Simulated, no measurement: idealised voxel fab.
process module | voxel gate over fins
cross-section cut | 165 nm wide | cells 5 nm
A cross-section is a grid of square cells, given in bands from the top down. A band is one or more rows of cells.
Each band's line starts with the height of the band's top and of its bottom, in nm. Then come its materials from left to right, each with its width in nm. One material with "throughout" fills the band from edge to edge. "air" is empty space.
Height 0 is the level under which the wafer as received is all one material. The lowest band goes on downwards, as in "0 down".
A width such as "30 to 40" changes by the same amount from each row of cells to the next, from the band's top row to its bottom row.
"no change" after a step means that no cell of the cross-section changed.
closed voids: empty space of 8 cells or more with no open way to the top, each as width x height at its distance from the left edge, in nm
after a step's settings: what the simulator itself notes on the step
overlay nm, on a step with a mask: how far to the right of its planned place the mask lay; to the left if negative
plan
1 op RECEIVE | material Si
2 op CONFORMAL_DEP | material SiN | thk nm 10
3 op MASKED_ETCH | tone cover | mask id FINS | width nm 15 | pitch nm 55 | etch materials SiN | depth nm 10 | overlay nm 0
4 op MASKED_ETCH | tone cover | mask id FINS | width nm 15 | pitch nm 55 | etch materials Si | depth nm 30 | overlay nm 0
5 op OXIDIZE | depth nm 5
6 op FILL_DEP | material SiO2 | thk nm 5
7 op CMP | height nm 10
8 op DIRECTIONAL_DEP | material aC | thk nm 10
9 op PATTERN | tone open | mask id RAIL | material resist | width nm 15 | thk nm 30 | overlay nm 0
10 op DIRECTIONAL_ETCH | etch materials aC | depth nm 10
11 op STRIP | etch materials resist
12 op DIRECTIONAL_ETCH | etch materials SiO2 | depth nm 35
13 op STRIP | etch materials aC
14 op CONFORMAL_DEP | material TiN | thk nm 5
15 op FILL_DEP | material W | thk nm 5
16 op CMP | height nm 10
17 op SELECTIVE_ETCH | etch materials W Ru TiN | depth nm 30
18 op FILL_DEP | material SiO2 | thk nm 5
19 op CMP | height nm 10
20 op SELECTIVE_ETCH | etch materials SiO2 | depth nm 20
21 op STRIP | etch materials SiN
22 op CONFORMAL_DEP | material HfO2 | thk nm 5
23 op CONFORMAL_DEP | material TiN | thk nm 5
24 op CONFORMAL_DEP | material TiAl | thk nm 5
25 op CONFORMAL_DEP | material TiN | thk nm 5
26 op FILL_DEP | material W | thk nm 10
27 op CMP | height nm 25
28 op CONFORMAL_DEP | material SiN | thk nm 10
as received, after step 1
  0 down: Si throughout
  closed voids: none
first wafer at the end, as planned
  35 to 25: SiN throughout
  25 to 20: W throughout
  20 to 15: W 30 | TiN 45 | W 10 | TiN 45 | W 35
  15 to 10: W 30 | TiN 5 | TiAl 35 | TiN 5 | W 10 | TiN 5 | TiAl 35 | TiN 5 | W 35
  10 to 5: TiN 35 | TiAl 5 | TiN 25 | TiAl 5 | TiN 20 | TiAl 5 | TiN 25 | TiAl 5 | TiN 40
  5 to 0: TiAl 40 | TiN 5 | HfO2 15 | TiN 5 | TiAl 30 | TiN 5 | HfO2 15 | TiN 5 | TiAl 45
  0 to -5: TiN 45 | HfO2 5 | Si 5 | HfO2 5 | TiN 40 | HfO2 5 | Si 5 | HfO2 5 | TiN 50
  -5 to -10: HfO2 50 | Si 5 | HfO2 50 | Si 5 | HfO2 55
  -10 to -20: SiO2 50 | Si 5 | SiO2 50 | Si 5 | SiO2 55
  -20 to -25: SiO2 50 | Si 5 | SiO2 15 | TiN 15 | SiO2 20 | Si 5 | SiO2 55
  -25 to -35: SiO2 50 | Si 5 | SiO2 50 | Si 5 | SiO2 55
  -35 down: Si throughout
  closed voids: none
second wafer at the end: like start, like plan, one mistake
  35 to 25: SiN throughout
  25 to 20: W throughout
  20 to 15: W 30 | TiN 45 | W 10 | TiN 45 | W 35
  15 to 10: W 30 | TiN 5 | TiAl 35 | TiN 5 | W 10 | TiN 5 | TiAl 35 | TiN 5 | W 35
  10 to 5: TiN 35 | TiAl 5 | TiN 25 | TiAl 5 | TiN 20 | TiAl 5 | TiN 25 | TiAl 5 | TiN 40
  5 to 0: TiAl 40 | TiN 5 | HfO2 15 | TiN 5 | TiAl 30 | TiN 5 | HfO2 15 | TiN 5 | TiAl 45
  0 to -5: TiN 45 | HfO2 5 | Si 5 | HfO2 5 | TiN 40 | HfO2 5 | Si 5 | HfO2 5 | TiN 50
  -5 to -10: HfO2 50 | Si 5 | HfO2 50 | Si 5 | HfO2 55
  -10 to -20: SiO2 50 | Si 5 | SiO2 50 | Si 5 | SiO2 55
  -20 to -25: SiO2 50 | Si 5 | SiO2 15 | TiN 20 | SiO2 15 | Si 5 | SiO2 55
  -25 to -35: SiO2 50 | Si 5 | SiO2 50 | Si 5 | SiO2 55
  -35 down: Si throughout
  closed voids: none
what went wrong: step 9 ran as: op PATTERN | tone open | mask id RAIL | material resist | width nm 20 | thk nm 30 | overlay nm 0
at the end the second wafer has, in cells: 1 fewer of SiO2 | 1 more of TiN
